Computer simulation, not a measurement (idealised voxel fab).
This is a process module. Its name is voxel gate over fins.
Square cells of 5 nm make up the cross-section cut, whose width is 275 nm.
If you're reading a cross-section in this doc, picture square cells in a grid; it comes to you as bands, top ones listed first down to the bottom, and a band can be one or more rows of cells.
Heads up on the band format: heights come first, top then bottom, in nm. After that it's the materials left to right, each with its width in nm. A single material flagged "all across" fills the whole band edge to edge, and "empty" means there's empty space there.
Height reference: 0 = level under which incoming wafer is all one material. Lowest band: no bottom, runs on downward, e.g. "top 0, no bottom".
A width such as "30->40" changes by the same amount from each row of cells to the next, from the band's top row to its bottom row.
Any step labelled "remained the same" changed none of the cells in the cross-section.
Entry "Cavities, closed" = empty spaces >= 8 cells with no open way to the top; each as width x height at distance, distance from left edge, all nm.
If you see something after the settings on a step's line, that's the simulator's own remark about that step.
The "overlay nm" setting may appear on a step's line; for a step that uses a mask, it gives how far to the right of its planned position the mask lay, and a negative value indicates the left.

List of planned process steps
1: RECEIVE with material Si
2: CONFORMAL_DEP with material SiN, thk nm 10
3: MASKED_ETCH with tone cover, mask id FINS, width nm 15, pitch nm 55, etch materials SiN, depth nm 10, overlay nm 0
4: MASKED_ETCH with tone cover, mask id FINS, width nm 15, pitch nm 55, etch materials Si, depth nm 35, overlay nm 0
5: FILL_DEP with material SiO2, thk nm 10
6: CMP with height nm 10
7: PATTERN with tone open, mask id RAIL, material resist, width nm 15, thk nm 15, overlay nm 0
8: DIRECTIONAL_ETCH with etch materials SiO2, depth nm 40
9: STRIP with etch materials resist
10: CONFORMAL_DEP with material TiN, thk nm 5
11: FILL_DEP with material W, thk nm 10
12: CMP with height nm 10
13: SELECTIVE_ETCH with etch materials W Ru TiN, depth nm 30
14: FILL_DEP with material SiO2, thk nm 5
15: CMP with height nm 10
16: SELECTIVE_ETCH with etch materials SiO2, depth nm 25
17: STRIP with etch materials SiN
18: CONFORMAL_DEP with material HfO2, thk nm 5
19: CONFORMAL_DEP with material TiN, thk nm 5
20: CONFORMAL_DEP with material TiAl, thk nm 5
21: CONFORMAL_DEP with material TiN, thk nm 5
22: FILL_DEP with material W, thk nm 10
23: CMP with height nm 25
24: CONFORMAL_DEP with material SiN, thk nm 10

Cross-sectional view of the wafer in its as-received condition, corresponding to the state after step 1
	top 0, no bottom = Si all across
	Cavities, closed: none

Same starting wafer, same plan as above, one mistake in the execution; this is the cross-section at the end of the module
	top 35, bottom 25 = SiN all across
	top 25, bottom 20 = W all across
	top 20, bottom 15 = 80 W, 110 TiN, 85 W
	top 15, bottom 10 = 80 W, 5 TiN, 45 TiAl, 10 TiN, 45 TiAl, 5 TiN, 85 W
	top 10, bottom 5 = 80 W, 5 TiN, 5 TiAl, 35 TiN, 5 TiAl, 10 TiN, 5 TiAl, 35 TiN, 5 TiAl, 5 TiN, 85 W
	top 5, bottom 0 = 85 TiN, 5 TiAl, 5 TiN, 25 HfO2, 5 TiN, 5 TiAl, 10 TiN, 5 TiAl, 5 TiN, 25 HfO2, 5 TiN, 5 TiAl, 90 TiN
	top 0, bottom -5 = 90 TiAl, 5 TiN, 5 HfO2, 15 Si, 5 HfO2, 5 TiN, 20 TiAl, 5 TiN, 5 HfO2, 15 Si, 5 HfO2, 5 TiN, 95 TiAl
	top -5, bottom -10 = 95 TiN, 5 HfO2, 15 Si, 5 HfO2, 30 TiN, 5 HfO2, 15 Si, 5 HfO2, 100 TiN
	top -10, bottom -15 = 100 HfO2, 15 Si, 40 HfO2, 15 Si, 105 HfO2
	top -15, bottom -20 = 100 SiO2, 15 Si, 40 SiO2, 15 Si, 105 SiO2
	top -20, bottom -25 = 100 SiO2, 15 Si, 10 SiO2, 5 TiN, 5 W, 5 TiN, 15 SiO2, 15 Si, 105 SiO2
	top -25, bottom -30 = 100 SiO2, 15 Si, 10 SiO2, 15 TiN, 15 SiO2, 15 Si, 105 SiO2
	top -30, bottom -70 = 100 SiO2, 15 Si, 40 SiO2, 15 Si, 105 SiO2
	top -70, no bottom = Si all across
	Cavities, closed: none
Nonconformance to the process plan: twice over, step 4 of the plan was run
